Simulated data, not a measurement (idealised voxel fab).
Process module under the name voxel self aligned contacts
The cross-section on display is named cut; it measures 280 nm wide, and its cells are 5 nm squares.
Cross-section format: a grid of square cells, given as bands from top to bottom; each band is one or more rows of cells.
What a band's entry tells you: where the top is and where the bottom is, as heights in nm, and after that what lies inside, material by material from left to right, each with its width in nm. Empty space is written as the word "air", and a single material marked with the word "everywhere" occupies the band from edge to edge.
Convention: height 0 is the level below which the wafer, as received, is all one material. The lowest band does not terminate at the bottom but continues downward, represented as "0 down".
The width entry "30->40" should be interpreted row by row: the top row of cells in the band takes the first number, the bottom row takes the second number, and the change between adjacent rows is uniform throughout.
What does "no alteration" mean for a step? It means no cell of the cross-section changed in that step.
"Fully closed voids": empty spaces of 8 cells or more with no open way to the top, each given as width x height at distance, distance from the left edge, all in nm.
Where a step's line continues beyond its settings, the continuation is a remark by the simulator itself on that step.
When a step includes a mask, the "overlay nm" setting on its line states how far to the right of its planned place that mask lay, and negative values state how far to the left.
-- The process steps that were planned are listed below
- 1: RECEIVE with material Si
- 2: CONFORMAL_DEP with material SiO2, thk nm 5
- 3: DIRECTIONAL_DEP with material polySi, thk nm 30
- 4: DIRECTIONAL_DEP with material SiN, thk nm 20
- 5: MASKED_ETCH with tone cover, mask id GATE, width nm 15, pitch nm 50, etch materials SiN, depth nm 20, overlay nm 0
- 6: MASKED_ETCH with tone cover, mask id GATE, width nm 25, pitch nm 50, etch materials polySi, depth nm 30, overlay nm 0
- 7: CONFORMAL_DEP with material SiN, thk nm 5
- 8: DIRECTIONAL_ETCH with etch materials SiN, depth nm 5
- 9: FILL_DEP with material SiO2, thk nm 20
- 10: CMP with height nm 65
- 11: PATTERN with tone open, mask id CONTACT, material resist, width nm 35, pitch nm 50, thk nm 15, overlay nm 0
- 12: DIRECTIONAL_ETCH with etch materials SiO2, depth nm 65
- 13: STRIP with etch materials resist
- 14: CONFORMAL_DEP with material TiN, thk nm 5
- 15: FILL_DEP with material W, thk nm 10
- 16: CMP with height nm 65
- 17: CONFORMAL_DEP with material SiCN, thk nm 5
Same starting wafers, different width nm at step 5. Plan value belongs to the first wafer.
-- Cross-section: the first of several wafers in its as-received state, i.e. following step 1
> 0 down = Si everywhere
> Fully closed voids: none
-- Table: wafers, a row each; end-of-module cell change per material since receipt, gain (+), loss (-); then closed voids
width nm 15; +56 SiCN; +96 SiN; +432 SiO2; +62 TiN; +48 W; +90 polySi; Fully closed voids: none
width nm 20; +56 SiCN; +108 SiN; +428 SiO2; +62 TiN; +40 W; +90 polySi; Fully closed voids: none
width nm 25; +56 SiCN; +120 SiN; +424 SiO2; +62 TiN; +32 W; +90 polySi; Fully closed voids: none
width nm 30; +56 SiCN; +132 SiN; +416 SiO2; +62 TiN; +10 W; +108 polySi; Fully closed voids: none
width nm 35; +56 SiCN; +144 SiN; +408 SiO2; +40 TiN; +10 W; +126 polySi; Fully closed voids: none
